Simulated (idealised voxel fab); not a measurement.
The process module presented herein is designated voxel fin reveal.
Displayed cross-section: cut, width of 175 nm, square cells sized 5 nm.
When this document writes out a cross-section, it uses a grid of square cells and lists it as bands, beginning at the top and moving down, with a band standing for one or more rows of cells.
The entry gives the band's vertical extent as a top height and a bottom height in nm, then its horizontal make-up as materials from left to right, each with a width in nm. "blank" stands for empty space; a single material marked "all across" fills the band edge to edge.
We count height from 0. Below that, the starting wafer is all one material. The lowest band never ends at the bottom but goes on down; see "0 down" for how that is written.
Quick explanation for "30 to 40": the width changes in equal steps down the rows of cells, from the first number in the band's top row to the second number in its bottom row.
"identical to before" means the step left every cell of the cross-section as it was.
Enclosed voids (no open way to top), threshold 8 cells or more, entry "Closed void list", notation width x height at distance, distance from left edge, nm.
Where a step's line continues beyond its settings, the continuation is a remark by the simulator itself on that step.
overlay nm: step with mask; distance mask lay right of planned place; negative value = left of planned place.
Reading key. Pairs: pre-step and post-step cross-section, one process step apart; post-step view only to lowest changed band. Step between + settings: beneath pair. Runs: pairs may be from different runs of this module, same starting wafer. Continuation from pair above: only where "State before step" entry says.

# State before step
	0 down = Si all across
	Closed void list: none

# Resultant Cross-Section
	10 to 0 = SiN all across
	Under 0: no change, same as before.
	Closed void list: none
Step between the cross-sections above: CONFORMAL_DEP, material SiN, thk nm 10

State before step: it's just the after picture from the pair right above this one.

# Resultant Cross-Section
	10 to 0 = blank 60 | SiN 15 | blank 25 | SiN 15 | blank 60
	Under 0: no change, same as before.
	Closed void list: none
Step between the cross-sections above: MASKED_ETCH, tone cover, mask id FINS, width nm 15, pitch nm 40, etch materials SiN, depth nm 10, overlay nm 0

State before step: it's just the after picture from the pair right above this one.

# Resultant Cross-Section
	10 to 0 = blank 60 | SiN 15 | blank 25 | SiN 15 | blank 60
	0 to -40 = blank 60 | Si 15 | blank 25 | Si 15 | blank 60
	Under -40: no change, same as before.
	Closed void list: none
Step between the cross-sections above: MASKED_ETCH, tone cover, mask id FINS, width nm 15, pitch nm 40, etch materials Si, depth nm 40, overlay nm 0

State before step: it's just the after picture from the pair right above this one.

# Resultant Cross-Section
	15 to 10 = SiO2 all across
	10 to 0 = SiO2 60 | SiN 15 | SiO2 25 | SiN 15 | SiO2 60
	0 to -40 = SiO2 60 | Si 15 | SiO2 25 | Si 15 | SiO2 60
	Under -40: no change, same as before.
	Closed void list: none
Step between the cross-sections above: FILL_DEP, material SiO2, thk nm 5

State before step: it's just the after picture from the pair right above this one.

# Resultant Cross-Section
	10 to 0 = SiO2 60 | SiN 15 | SiO2 25 | SiN 15 | SiO2 60
	Under 0: no change, same as before.
	Closed void list: none
Step between the cross-sections above: CMP, height nm 10

State before step: it's just the after picture from the pair right above this one.

# Resultant Cross-Section
	10 to 0 = blank 60 | SiN 15 | blank 25 | SiN 15 | blank 60
	0 to -15 = blank 60 | Si 15 | blank 25 | Si 15 | blank 60
	Under -15: no change, same as before.
	Closed void list: none
Step between the cross-sections above: SELECTIVE_ETCH, etch materials SiO2, depth nm 25

State before step: it's just the after picture from the pair right above this one.

# Resultant Cross-Section
	0 to -15 = blank 60 | Si 15 | blank 25 | Si 15 | blank 60
	Under -15: no change, same as before.
	Closed void list: none
Step between the cross-sections above: STRIP, etch materials SiN

State before step: it's just the after picture from the pair right above this one.

# Resultant Cross-Section
	5 to 0 = blank 55 | HfO2 25 | blank 15 | HfO2 25 | blank 55
	0 to -10 = blank 55 | HfO2 5 | Si 15 | HfO2 5 | blank 15 | HfO2 5 | Si 15 | HfO2 5 | blank 55
	-10 to -15 = HfO2 60 | Si 15 | HfO2 25 | Si 15 | HfO2 60
	Under -15: no change, same as before.
	Closed void list: none
Step between the cross-sections above: CONFORMAL_DEP, material HfO2, thk nm 5

# State before step
	10 to 0 = SiO2 60 | SiN 15 | SiO2 25 | SiN 15 | SiO2 60
	0 to -40 = SiO2 60 | Si 15 | SiO2 25 | Si 15 | SiO2 60
	-40 down = Si all across
	Closed void list: none

# Resultant Cross-Section
	10 to 0 = SiO2 60 | blank 15 | SiO2 25 | blank 15 | SiO2 60
	Under 0: no change, same as before.
	Closed void list: none
Step between the cross-sections above: STRIP, etch materials SiN

State before step: it's just the after picture from the pair right above this one.

# Resultant Cross-Section
	0 to -15 = blank 60 | Si 15 | blank 25 | Si 15 | blank 60
	-15 to -25 = SiO2 35 | blank 25 | Si 15 | blank 25 | Si 15 | blank 25 | SiO2 35
	Under -25: no change, same as before.
	Closed void list: none
Step between the cross-sections above: SELECTIVE_ETCH, etch materials SiO2, depth nm 25

State before step: it's just the after picture from the pair right above this one.

# Resultant Cross-Section
	5 to 0 = blank 55 | HfO2 25 | blank 15 | HfO2 25 | blank 55
	0 to -10 = blank 55 | HfO2 5 | Si 15 | HfO2 5 | blank 15 | HfO2 5 | Si 15 | HfO2 5 | blank 55
	-10 to -15 = HfO2 40 | blank 15 | HfO2 5 | Si 15 | HfO2 5 | blank 15 | HfO2 5 | Si 15 | HfO2 5 | blank 15 | HfO2 40
	-15 to -20 = SiO2 35 | HfO2 5 | blank 15 | HfO2 5 | Si 15 | HfO2 5 | blank 15 | HfO2 5 | Si 15 | HfO2 5 | blank 15 | HfO2 5 | SiO2 35
	-20 to -25 = SiO2 35 | HfO2 25 | Si 15 | HfO2 25 | Si 15 | HfO2 25 | SiO2 35
	Under -25: no change, same as before.
	Closed void list: none
Step between the cross-sections above: CONFORMAL_DEP, material HfO2, thk nm 5

# State before step
	10 to 0 = blank 60 | SiN 15 | blank 25 | SiN 15 | blank 60
	0 down = Si all across
	Closed void list: none

# Resultant Cross-Section
	10 to 0 = blank 60 | SiN 15 | blank 25 | SiN 15 | blank 60
	0 to -50 = blank 60 | Si 15 | blank 25 | Si 15 | blank 60
	Under -50: no change, same as before.
	Closed void list: none
Step between the cross-sections above: MASKED_ETCH, tone cover, mask id FINS, width nm 15, pitch nm 40, etch materials Si, depth nm 50, overlay nm 0

State before step: it's just the after picture from the pair right above this one.

# Resultant Cross-Section
	15 to 10 = SiO2 all across
	10 to 0 = SiO2 60 | SiN 15 | SiO2 25 | SiN 15 | SiO2 60
	0 to -50 = SiO2 60 | Si 15 | SiO2 25 | Si 15 | SiO2 60
	Under -50: no change, same as before.
	Closed void list: none
Step between the cross-sections above: FILL_DEP, material SiO2, thk nm 5

State before step: it's just the after picture from the pair right above this one.

# Resultant Cross-Section
	10 to 0 = SiO2 60 | SiN 15 | SiO2 25 | SiN 15 | SiO2 60
	Under 0: no change, same as before.
	Closed void list: none
Step between the cross-sections above: CMP, height nm 10

State before step: it's just the after picture from the pair right above this one.

# Resultant Cross-Section
	10 to 0 = blank 60 | SiN 15 | blank 25 | SiN 15 | blank 60
	0 to -15 = blank 60 | Si 15 | blank 25 | Si 15 | blank 60
	Under -15: no change, same as before.
	Closed void list: none
Step between the cross-sections above: SELECTIVE_ETCH, etch materials SiO2, depth nm 25

State before step: it's just the after picture from the pair right above this one.

# Resultant Cross-Section
	0 to -15 = blank 60 | Si 15 | blank 25 | Si 15 | blank 60
	Under -15: no change, same as before.
	Closed void list: none
Step between the cross-sections above: STRIP, etch materials SiN

State before step: it's just the after picture from the pair right above this one.

# Resultant Cross-Section
	5 to 0 = blank 55 | HfO2 25 | blank 15 | HfO2 25 | blank 55
	0 to -10 = blank 55 | HfO2 5 | Si 15 | HfO2 5 | blank 15 | HfO2 5 | Si 15 | HfO2 5 | blank 55
	-10 to -15 = HfO2 60 | Si 15 | HfO2 25 | Si 15 | HfO2 60
	Under -15: no change, same as before.
	Closed void list: none
Step between the cross-sections above: CONFORMAL_DEP, material HfO2, thk nm 5

# State before step
	10 to 0 = blank 60 | SiN 15 | blank 25 | SiN 15 | blank 60
	0 to -40 = blank 60 | Si 15 | blank 25 | Si 15 | blank 60
	-40 down = Si all across
	Closed void list: none

# Resultant Cross-Section
	15 to 10 = HfO2 all across
	10 to 0 = HfO2 60 | SiN 15 | HfO2 25 | SiN 15 | HfO2 60
	0 to -40 = HfO2 60 | Si 15 | HfO2 25 | Si 15 | HfO2 60
	Under -40: no change, same as before.
	Closed void list: none
Step between the cross-sections above: FILL_DEP, material HfO2, thk nm 5

State before step: it's just the after picture from the pair right above this one.

# Resultant Cross-Section
	10 to 0 = HfO2 60 | SiN 15 | HfO2 25 | SiN 15 | HfO2 60
	Under 0: no change, same as before.
	Closed void list: none
Step between the cross-sections above: CMP, height nm 10

State before step: it's just the after picture from the pair right above this one.

# Resultant Cross-Section
	10 to 0 = HfO2 60 | blank 15 | HfO2 25 | blank 15 | HfO2 60
	Under 0: no change, same as before.
	Closed void list: none
Step between the cross-sections above: STRIP, etch materials SiN

State before step: it's just the after picture from the pair right above this one.

# Resultant Cross-Section
	15 to 5 = HfO2 65 | blank 5 | HfO2 35 | blank 5 | HfO2 65
	5 to 0 = HfO2 all across
	Under 0: no change, same as before.
	Closed void list: none
Step between the cross-sections above: CONFORMAL_DEP, material HfO2, thk nm 5
